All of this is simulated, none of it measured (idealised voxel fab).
Title: Process Module voxel spacer lines
Cross-section cut: width 280 nm, square cells of 5 nm.
The cross-sections in this document take the form of a grid made of square cells. They are written out as bands, in order from top to bottom. Each band consists of one or more rows of cells. Band: top and bottom heights (nm) first, top before bottom; then materials from left to right, widths in nm. "edge to edge" marks a sole material filling the band edge to edge. "air" denotes empty space. Zero point of the height axis is 0; under it, received wafer = one material. Lowest band: continues down indefinitely, "0 and below". Graded width ("30 to 40"): value in top row of band = first number; value in bottom row = second number; row-to-row change constant. "remained the same" -> step changed no cross-section cell. Look at "Voids, fully enclosed" for the closed voids: empty spaces with no open path to the top, sized 8 cells or up. Each is width x height at distance, distance from the left edge, all nm. If you see something after the settings on a step's line, that's the simulator's own remark about that step. A step line may carry the setting "overlay nm", which, for steps involving a mask, states the distance by which the mask lay to the right of its intended position; negative values denote displacement to the left.

[Here's what the planned process steps look like]
1: RECEIVE,material Si
2: CONFORMAL_DEP,material Al2O3,thk nm 10
3: DIRECTIONAL_DEP,material polySi,thk nm 15
4: DIRECTIONAL_DEP,material aC,thk nm 20
5: PATTERN,tone cover,mask id MANDREL,material resist,width nm 20,pitch nm 60,thk nm 30,overlay nm 0
6: DIRECTIONAL_ETCH,etch materials aC,depth nm 20
7: STRIP,etch materials resist
8: CONFORMAL_DEP,material SiO2,thk nm 10
9: DIRECTIONAL_ETCH,etch materials SiO2,depth nm 10
10: STRIP,etch materials aC
11: DIRECTIONAL_ETCH,etch materials polySi,depth nm 15
12: STRIP,etch materials SiO2

[First of two wafers - as planned]

[Wafer cross-section on receipt, i.e. after step 1]
> 0 and below  Si edge to edge
> Voids, fully enclosed: none

[Cross-section of the wafer subsequent to step 2]
> 10 down to 0  Al2O3 edge to edge
> Under the height 0 nothing was changed.

[Cross-section of the wafer subsequent to step 3]
> 25 down to 10  polySi edge to edge
> Under the height 10 nothing was changed.

[Cross-section of the wafer subsequent to step 4]
> 45 down to 25  aC edge to edge
> Under the height 25 nothing was changed.

[Cross-section of the wafer subsequent to step 5]
> 75 down to 45  air (100); resist (20); air (40); resist (20); air (100)
> Under the height 45 nothing was changed.

[Cross-section of the wafer subsequent to step 6]
> 55 down to 45  air (100); resist (20); air (40); resist (20); air (100)
> 45 down to 25  air (100); aC (20); air (40); aC (20); air (100)
> Under the height 25 nothing was changed.

[Cross-section of the wafer subsequent to step 7]
> 45 down to 25  air (100); aC (20); air (40); aC (20); air (100)
> Under the height 25 nothing was changed.

[Cross-section of the wafer subsequent to step 8]
> 55 down to 45  air (90); SiO2 (40); air (20); SiO2 (40); air (90)
> 45 down to 35  air (90); SiO2 (10); aC (20); SiO2 (10); air (20); SiO2 (10); aC (20); SiO2 (10); air (90)
> 35 down to 25  SiO2 (100); aC (20); SiO2 (40); aC (20); SiO2 (100)
> Under the height 25 nothing was changed.

[Cross-section of the wafer subsequent to step 9]
> 45 down to 25  air (90); SiO2 (10); aC (20); SiO2 (10); air (20); SiO2 (10); aC (20); SiO2 (10); air (90)
> Under the height 25 nothing was changed.

[Cross-section of the wafer subsequent to step 10]
> 45 down to 25  air (90); SiO2 (10); air (20); SiO2 (10); air (20); SiO2 (10); air (20); SiO2 (10); air (90)
> Under the height 25 nothing was changed.

[Cross-section of the wafer subsequent to step 11]
> 45 down to 25  air (90); SiO2 (10); air (20); SiO2 (10); air (20); SiO2 (10); air (20); SiO2 (10); air (90)
> 25 down to 10  air (90); polySi (10); air (20); polySi (10); air (20); polySi (10); air (20); polySi (10); air (90)
> Under the height 10 nothing was changed.

[Cross-section of the wafer subsequent to step 12]
> 25 down to 10  air (90); polySi (10); air (20); polySi (10); air (20); polySi (10); air (20); polySi (10); air (90)
> Under the height 10 nothing was changed.

[second wafer: like start, like plan, one mistake. Through step 4 it matches the first wafer]

[X-section, second wafer, when step 5 was due to finish]
> 75 down to 45  air (110); resist (20); air (40); resist (20); air (90)
> Under the height 45 nothing was changed.

[X-section, second wafer, when step 6 was due to finish]
> 55 down to 45  air (110); resist (20); air (40); resist (20); air (90)
> 45 down to 25  air (110); aC (20); air (40); aC (20); air (90)
> Under the height 25 nothing was changed.

[X-section, second wafer, when step 7 was due to finish]
> 45 down to 25  air (110); aC (20); air (40); aC (20); air (90)
> Under the height 25 nothing was changed.

[X-section, second wafer, when step 8 was due to finish]
> 55 down to 45  air (100); SiO2 (40); air (20); SiO2 (40); air (80)
> 45 down to 35  air (100); SiO2 (10); aC (20); SiO2 (10); air (20); SiO2 (10); aC (20); SiO2 (10); air (80)
> 35 down to 25  SiO2 (110); aC (20); SiO2 (40); aC (20); SiO2 (90)
> Under the height 25 nothing was changed.

[X-section, second wafer, when step 9 was due to finish]
> 45 down to 25  air (100); SiO2 (10); aC (20); SiO2 (10); air (20); SiO2 (10); aC (20); SiO2 (10); air (80)
> Under the height 25 nothing was changed.

[X-section, second wafer, when step 10 was due to finish]
> 45 down to 25  air (100); SiO2 (10); air (20); SiO2 (10); air (20); SiO2 (10); air (20); SiO2 (10); air (80)
> Under the height 25 nothing was changed.

[X-section, second wafer, when step 11 was due to finish]
> 45 down to 25  air (100); SiO2 (10); air (20); SiO2 (10); air (20); SiO2 (10); air (20); SiO2 (10); air (80)
> 25 down to 10  air (100); polySi (10); air (20); polySi (10); air (20); polySi (10); air (20); polySi (10); air (80)
> Under the height 10 nothing was changed.

[X-section, second wafer, when step 12 was due to finish]
> 25 down to 10  air (100); polySi (10); air (20); polySi (10); air (20); polySi (10); air (20); polySi (10); air (80)
> Under the height 10 nothing was changed.
The plan and the run diverged here: step 5 went in with a setting other than planned; the actual run was PATTERN,tone cover,mask id MANDREL,material resist,width nm 20,pitch nm 60,thk nm 30,overlay nm 10
Both wafers, final: cells per material equal; arrangement not.
